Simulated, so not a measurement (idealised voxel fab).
process module | voxel tone inversion
cross-section cut | 220 nm wide | cells 5 nm
A cross-section is a grid of square cells, given in bands from the top down. A band is one or more rows of cells.
Each band's line starts with the height of the band's top and of its bottom, in nm. Then come its materials from left to right, each with its width in nm. One material with "throughout" fills the band from edge to edge. "air" is empty space.
Height 0 is the level under which the wafer as received is all one material. The lowest band goes on downwards, as in "0 down".
A width such as "30 to 40" changes by the same amount from each row of cells to the next, from the band's top row to its bottom row.
"no change" after a step means that no cell of the cross-section changed.
closed voids: empty space of 8 cells or more with no open way to the top, each as width x height at its distance from the left edge, in nm
after a step's settings: what the simulator itself notes on the step
overlay nm, on a step with a mask: how far to the right of its planned place the mask lay; to the left if negative
plan
1 op RECEIVE | material Si
2 op CONFORMAL_DEP | material SiCN | thk nm 10
3 op DIRECTIONAL_DEP | material aC | thk nm 15
4 op PATTERN | tone cover | mask id POSTS | material resist | width nm 25 | pitch nm 55 | thk nm 25 | overlay nm 0
5 op DIRECTIONAL_ETCH | etch materials aC | depth nm 15
6 op STRIP | etch materials resist
7 op FILL_DEP | material lowk | thk nm 5
8 op CMP | height nm 25
9 op STRIP | etch materials aC
10 op CONFORMAL_DEP | material TiN | thk nm 5
11 op FILL_DEP | material Ru | thk nm 10
12 op CMP | height nm 25
13 op CONFORMAL_DEP | material SiN | thk nm 5
first wafer, as planned
as received, after step 1
  0 down: Si throughout
  closed voids: none
after step 2
  10 to 0: SiCN throughout
  below 0: unchanged
after step 3
  25 to 10: aC throughout
  below 10: unchanged
after step 4
  50 to 25: air 40 | resist 25 | air 30 | resist 25 | air 30 | resist 25 | air 45
  below 25: unchanged
after step 5
  35 to 25: air 40 | resist 25 | air 30 | resist 25 | air 30 | resist 25 | air 45
  25 to 10: air 40 | aC 25 | air 30 | aC 25 | air 30 | aC 25 | air 45
  below 10: unchanged
after step 6
  25 to 10: air 40 | aC 25 | air 30 | aC 25 | air 30 | aC 25 | air 45
  below 10: unchanged
after step 7
  30 to 25: lowk throughout
  25 to 10: lowk 40 | aC 25 | lowk 30 | aC 25 | lowk 30 | aC 25 | lowk 45
  below 10: unchanged
after step 8
  25 to 10: lowk 40 | aC 25 | lowk 30 | aC 25 | lowk 30 | aC 25 | lowk 45
  below 10: unchanged
after step 9
  25 to 10: lowk 40 | air 25 | lowk 30 | air 25 | lowk 30 | air 25 | lowk 45
  below 10: unchanged
after step 10
  30 to 25: TiN 45 | air 15 | TiN 40 | air 15 | TiN 40 | air 15 | TiN 50
  25 to 15: lowk 40 | TiN 5 | air 15 | TiN 5 | lowk 30 | TiN 5 | air 15 | TiN 5 | lowk 30 | TiN 5 | air 15 | TiN 5 | lowk 45
  15 to 10: lowk 40 | TiN 25 | lowk 30 | TiN 25 | lowk 30 | TiN 25 | lowk 45
  below 10: unchanged
after step 11
  40 to 30: Ru throughout
  30 to 25: TiN 45 | Ru 15 | TiN 40 | Ru 15 | TiN 40 | Ru 15 | TiN 50
  25 to 15: lowk 40 | TiN 5 | Ru 15 | TiN 5 | lowk 30 | TiN 5 | Ru 15 | TiN 5 | lowk 30 | TiN 5 | Ru 15 | TiN 5 | lowk 45
  below 15: unchanged
after step 12
  25 to 15: lowk 40 | TiN 5 | Ru 15 | TiN 5 | lowk 30 | TiN 5 | Ru 15 | TiN 5 | lowk 30 | TiN 5 | Ru 15 | TiN 5 | lowk 45
  below 15: unchanged
after step 13
  30 to 25: SiN throughout
  below 25: unchanged
second wafer: like start, like plan, one mistake. Through step 3 it matches the first wafer
when step 4 should have ended
  50 to 25: air 45 | resist 25 | air 30 | resist 25 | air 30 | resist 25 | air 40
  below 25: unchanged
when step 5 should have ended
  35 to 25: air 45 | resist 25 | air 30 | resist 25 | air 30 | resist 25 | air 40
  25 to 10: air 45 | aC 25 | air 30 | aC 25 | air 30 | aC 25 | air 40
  below 10: unchanged
when step 6 should have ended
  25 to 10: air 45 | aC 25 | air 30 | aC 25 | air 30 | aC 25 | air 40
  below 10: unchanged
when step 7 should have ended
  30 to 25: lowk throughout
  25 to 10: lowk 45 | aC 25 | lowk 30 | aC 25 | lowk 30 | aC 25 | lowk 40
  below 10: unchanged
when step 8 should have ended
  25 to 10: lowk 45 | aC 25 | lowk 30 | aC 25 | lowk 30 | aC 25 | lowk 40
  below 10: unchanged
when step 9 should have ended
  25 to 10: lowk 45 | air 25 | lowk 30 | air 25 | lowk 30 | air 25 | lowk 40
  below 10: unchanged
when step 10 should have ended
  30 to 25: TiN 50 | air 15 | TiN 40 | air 15 | TiN 40 | air 15 | TiN 45
  25 to 15: lowk 45 | TiN 5 | air 15 | TiN 5 | lowk 30 | TiN 5 | air 15 | TiN 5 | lowk 30 | TiN 5 | air 15 | TiN 5 | lowk 40
  15 to 10: lowk 45 | TiN 25 | lowk 30 | TiN 25 | lowk 30 | TiN 25 | lowk 40
  below 10: unchanged
when step 11 should have ended
  40 to 30: Ru throughout
  30 to 25: TiN 50 | Ru 15 | TiN 40 | Ru 15 | TiN 40 | Ru 15 | TiN 45
  25 to 15: lowk 45 | TiN 5 | Ru 15 | TiN 5 | lowk 30 | TiN 5 | Ru 15 | TiN 5 | lowk 30 | TiN 5 | Ru 15 | TiN 5 | lowk 40
  below 15: unchanged
when step 12 should have ended
  25 to 15: lowk 45 | TiN 5 | Ru 15 | TiN 5 | lowk 30 | TiN 5 | Ru 15 | TiN 5 | lowk 30 | TiN 5 | Ru 15 | TiN 5 | lowk 40
  below 15: unchanged
when step 13 should have ended
  30 to 25: SiN throughout
  below 25: unchanged
what went wrong: step 4 ran as: op PATTERN | tone cover | mask id POSTS | material resist | width nm 25 | pitch nm 55 | thk nm 25 | overlay nm 5
at the end the second wafer has, in cells: as many of each material as the first, in other places
